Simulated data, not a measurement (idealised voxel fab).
Module name: voxel wiring stack (process module)
Section shown: cut. Width: 260 nm. Cell size: 5 nm, square.
Cross-section layout: square cells on a grid; listed as bands, top to bottom; a band spans one or more cell rows.
This entry defines a band. It first specifies the height of the band's top and the height of its bottom in nm, and then specifies the band's materials from left to right, stating each material with its width in nm. The word "full width" identifies a single material that fills the band from edge to edge, while the word "empty" identifies empty space.
Height 0 is the level under which the wafer as received is all one material. The lowest band goes on downwards, as in "z 0 and below".
You'd read "30..40" like this: the band's top row of cells is as wide as the first number, its bottom row is as wide as the second, and going down, every row changes width by the same amount as the row before did.
"nothing changed" after a step means that no cell of the cross-section changed.
"Closed void list" specifies each empty space that is not open to the top and that occupies no fewer than 8 cells, using the form width x height at distance, the distance measured from the left edge and all three quantities in nm.
Where a step's line continues beyond its settings, the continuation is a remark by the simulator itself on that step.
"overlay nm" denotes, for a step that has a mask, the displacement of the mask to the right of its planned place, with negative values corresponding to the left.

Planned step list for the process
- 1: RECEIVE (material Si)
- 2: CONFORMAL_DEP (material SiO2; thk nm 15)
- 3: CONFORMAL_DEP (material SiCN; thk nm 5)
- 4: DIRECTIONAL_DEP (material lowk; thk nm 15)
- 5: DIRECTIONAL_DEP (material aC; thk nm 10)
- 6: PATTERN (tone open; mask id METAL_1; material resist; width nm 20; pitch nm 40; thk nm 25; overlay nm 0)
- 7: DIRECTIONAL_ETCH (etch materials aC; depth nm 10)
- 8: STRIP (etch materials resist)
- 9: DIRECTIONAL_ETCH (etch materials lowk; depth nm 15)
- 10: DIRECTIONAL_ETCH (etch materials SiCN; depth nm 5)
- 11: STRIP (etch materials aC)
- 12: CONFORMAL_DEP (material TiN; thk nm 5)
- 13: FILL_DEP (material Cu; thk nm 5)
- 14: CMP (height nm 35)
- 15: EPI (material Ru; thk nm 5)
- 16: FILL_DEP (material SiCN; thk nm 5)
- 17: DIRECTIONAL_DEP (material SiO2; thk nm 15)
- 18: DIRECTIONAL_DEP (material aC; thk nm 15)
- 19: PATTERN (tone open; mask id PLUG_1; material resist; width nm 15; pitch nm 40; thk nm 30; overlay nm 0)
- 20: DIRECTIONAL_ETCH (etch materials aC; depth nm 15)
- 21: STRIP (etch materials resist)
- 22: DIRECTIONAL_ETCH (etch materials SiO2; depth nm 15)
- 23: DIRECTIONAL_ETCH (etch materials SiCN; depth nm 5)
- 24: STRIP (etch materials aC)
- 25: EPI (material Ru; thk nm 10)
- 26: EPI (material Ru; thk nm 10)
- 27: CONFORMAL_DEP (material SiCN; thk nm 5)
- 28: DIRECTIONAL_DEP (material lowk; thk nm 20)
- 29: PATTERN (tone open; mask id METAL_2; material resist; width nm 20; pitch nm 40; thk nm 15; overlay nm 0)
- 30: DIRECTIONAL_ETCH (etch materials lowk; depth nm 20)
- 31: DIRECTIONAL_ETCH (etch materials SiCN; depth nm 5)
- 32: STRIP (etch materials resist)
- 33: CONFORMAL_DEP (material TiN; thk nm 5)
- 34: FILL_DEP (material W; thk nm 5)
- 35: CMP (height nm 85)
- 36: CONFORMAL_DEP (material SiCN; thk nm 5)
- 37: DIRECTIONAL_DEP (material lowk; thk nm 30)
- 38: MASKED_ETCH (tone open; mask id METAL_3; width nm 20; pitch nm 40; etch materials lowk; depth nm 15; overlay nm 0)
- 39: MASKED_ETCH (tone open; mask id METAL_3_HOLES; width nm 15; pitch nm 40; etch materials lowk; depth nm 15; overlay nm 0)
- 40: MASKED_ETCH (tone open; mask id METAL_3_HOLES; width nm 15; pitch nm 40; etch materials SiCN; depth nm 5; overlay nm 0)
- 41: CONFORMAL_DEP (material TiN; thk nm 5)
- 42: FILL_DEP (material Cu; thk nm 5)
- 43: CMP (height nm 120)
- 44: CONFORMAL_DEP (material SiCN; thk nm 5)
- 45: DIRECTIONAL_DEP (material SiO2; thk nm 20)
- 46: MASKED_ETCH (tone open; mask id PLUG_3; width nm 15; pitch nm 40; etch materials SiO2; depth nm 20; overlay nm 0)
- 47: MASKED_ETCH (tone open; mask id PLUG_3; width nm 15; pitch nm 40; etch materials SiCN; depth nm 5; overlay nm 0)
- 48: EPI (material Ru; thk nm 10)
- 49: EPI (material Ru; thk nm 10)
- 50: EPI (material Ru; thk nm 5)
- 51: DIRECTIONAL_DEP (material TiN; thk nm 5)
- 52: DIRECTIONAL_DEP (material W; thk nm 25)
- 53: MASKED_ETCH (tone cover; mask id METAL_4; width nm 20; pitch nm 40; etch materials W; depth nm 25; overlay nm 0)
- 54: MASKED_ETCH (tone cover; mask id METAL_4; width nm 20; pitch nm 40; etch materials TiN; depth nm 5; overlay nm 0)
- 55: CONFORMAL_DEP (material SiCN; thk nm 5)
- 56: FILL_DEP (material SiO2; thk nm 5)
- 57: CMP (height nm 175)
- 58: CONFORMAL_DEP (material SiCN; thk nm 5)

Incoming wafer, cross-sectional view, post step 1
  z 0 and below: Si full width
  Closed void list: none

The first of two wafers, cross-sectioned at the end of the module, with the run proceeding as planned
  z 180 to 175: SiCN full width
  z 175 to 150: SiO2 75 nm  SiCN 5 nm  W 20 nm  SiCN 5 nm  SiO2 10 nm  SiCN 5 nm  W 20 nm  SiCN 5 nm  SiO2 10 nm  SiCN 5 nm  W 20 nm  SiCN 5 nm  SiO2 75 nm
  z 150 to 145: SiCN 80 nm  TiN 20 nm  SiCN 20 nm  TiN 20 nm  SiCN 20 nm  TiN 20 nm  SiCN 80 nm
  z 145 to 125: SiO2 80 nm  Ru 15 nm  SiO2 25 nm  Ru 15 nm  SiO2 25 nm  Ru 15 nm  SiO2 85 nm
  z 125 to 120: SiCN 80 nm  Ru 15 nm  SiCN 25 nm  Ru 15 nm  SiCN 25 nm  Ru 15 nm  SiCN 85 nm
  z 120 to 110: lowk 80 nm  TiN 5 nm  Cu 10 nm  TiN 5 nm  lowk 20 nm  TiN 5 nm  Cu 10 nm  TiN 5 nm  lowk 20 nm  TiN 5 nm  Cu 10 nm  TiN 5 nm  lowk 80 nm
  z 110 to 105: lowk 80 nm  TiN 5 nm  Cu 5 nm  TiN 10 nm  lowk 20 nm  TiN 5 nm  Cu 5 nm  TiN 10 nm  lowk 20 nm  TiN 5 nm  Cu 5 nm  TiN 10 nm  lowk 80 nm
  z 105 to 90: lowk 80 nm  TiN 5 nm  Cu 5 nm  TiN 5 nm  lowk 25 nm  TiN 5 nm  Cu 5 nm  TiN 5 nm  lowk 25 nm  TiN 5 nm  Cu 5 nm  TiN 5 nm  lowk 85 nm
  z 90 to 85: SiCN 80 nm  TiN 15 nm  SiCN 25 nm  TiN 15 nm  SiCN 25 nm  TiN 15 nm  SiCN 85 nm
  z 85 to 65: lowk 80 nm  TiN 5 nm  W 10 nm  TiN 5 nm  lowk 20 nm  TiN 5 nm  W 10 nm  TiN 5 nm  lowk 20 nm  TiN 5 nm  W 10 nm  TiN 5 nm  lowk 80 nm
  z 65 to 60: SiCN 80 nm  TiN 20 nm  SiCN 20 nm  TiN 20 nm  SiCN 20 nm  TiN 20 nm  SiCN 80 nm
  z 60 to 45: SiO2 80 nm  Ru 15 nm  SiO2 25 nm  Ru 15 nm  SiO2 25 nm  Ru 15 nm  SiO2 85 nm
  z 45 to 35: SiCN 80..75 nm  Ru 15..30 nm  SiCN 25..10 nm  Ru 15..30 nm  SiCN 25..10 nm  Ru 15..30 nm  SiCN 85..75 nm
  z 35 to 20: lowk 80 nm  TiN 5 nm  Cu 10 nm  TiN 5 nm  lowk 20 nm  TiN 5 nm  Cu 10 nm  TiN 5 nm  lowk 20 nm  TiN 5 nm  Cu 10 nm  TiN 5 nm  lowk 80 nm
  z 20 to 15: SiCN 80 nm  TiN 20 nm  SiCN 20 nm  TiN 20 nm  SiCN 20 nm  TiN 20 nm  SiCN 80 nm
  z 15 to 0: SiO2 full width
  z 0 and below: Si full width
  Closed void list: none

Cross-sectional view: second of two wafers, end of module; start and plan identical to the first, one mistake in running
  z 180 to 175: SiCN full width
  z 175 to 170: SiO2 75 nm  SiCN 30 nm  SiO2 10 nm  SiCN 30 nm  SiO2 10 nm  SiCN 30 nm  SiO2 75 nm
  z 170 to 150: SiO2 75 nm  SiCN 5 nm  W 20 nm  SiCN 5 nm  SiO2 10 nm  SiCN 5 nm  W 20 nm  SiCN 5 nm  SiO2 10 nm  SiCN 5 nm  W 20 nm  SiCN 5 nm  SiO2 75 nm
  z 150 to 145: SiCN 80 nm  W 20 nm  SiCN 20 nm  W 20 nm  SiCN 20 nm  W 20 nm  SiCN 80 nm
  z 145 to 125: SiO2 80 nm  Ru 15 nm  SiO2 25 nm  Ru 15 nm  SiO2 25 nm  Ru 15 nm  SiO2 85 nm
  z 125 to 120: SiCN 80 nm  Ru 15 nm  SiCN 25 nm  Ru 15 nm  SiCN 25 nm  Ru 15 nm  SiCN 85 nm
  z 120 to 110: lowk 80 nm  TiN 5 nm  Cu 10 nm  TiN 5 nm  lowk 20 nm  TiN 5 nm  Cu 10 nm  TiN 5 nm  lowk 20 nm  TiN 5 nm  Cu 10 nm  TiN 5 nm  lowk 80 nm
  z 110 to 105: lowk 80 nm  TiN 5 nm  Cu 5 nm  TiN 10 nm  lowk 20 nm  TiN 5 nm  Cu 5 nm  TiN 10 nm  lowk 20 nm  TiN 5 nm  Cu 5 nm  TiN 10 nm  lowk 80 nm
  z 105 to 90: lowk 80 nm  TiN 5 nm  Cu 5 nm  TiN 5 nm  lowk 25 nm  TiN 5 nm  Cu 5 nm  TiN 5 nm  lowk 25 nm  TiN 5 nm  Cu 5 nm  TiN 5 nm  lowk 85 nm
  z 90 to 85: SiCN 80 nm  TiN 15 nm  SiCN 25 nm  TiN 15 nm  SiCN 25 nm  TiN 15 nm  SiCN 85 nm
  z 85 to 65: lowk 80 nm  TiN 5 nm  W 10 nm  TiN 5 nm  lowk 20 nm  TiN 5 nm  W 10 nm  TiN 5 nm  lowk 20 nm  TiN 5 nm  W 10 nm  TiN 5 nm  lowk 80 nm
  z 65 to 60: SiCN 80 nm  TiN 20 nm  SiCN 20 nm  TiN 20 nm  SiCN 20 nm  TiN 20 nm  SiCN 80 nm
  z 60 to 45: SiO2 80 nm  Ru 15 nm  SiO2 25 nm  Ru 15 nm  SiO2 25 nm  Ru 15 nm  SiO2 85 nm
  z 45 to 35: SiCN 80..75 nm  Ru 15..30 nm  SiCN 25..10 nm  Ru 15..30 nm  SiCN 25..10 nm  Ru 15..30 nm  SiCN 85..75 nm
  z 35 to 20: lowk 80 nm  TiN 5 nm  Cu 10 nm  TiN 5 nm  lowk 20 nm  TiN 5 nm  Cu 10 nm  TiN 5 nm  lowk 20 nm  TiN 5 nm  Cu 10 nm  TiN 5 nm  lowk 80 nm
  z 20 to 15: SiCN 80 nm  TiN 20 nm  SiCN 20 nm  TiN 20 nm  SiCN 20 nm  TiN 20 nm  SiCN 80 nm
  z 15 to 0: SiO2 full width
  z 0 and below: Si full width
  Closed void list: none
Misprocessing identified: step 51 of the plan: omitted, not performed
Final difference in cells, second wafer against first, listed per material as more or fewer: SiCN: 12 more | TiN: 12 fewer
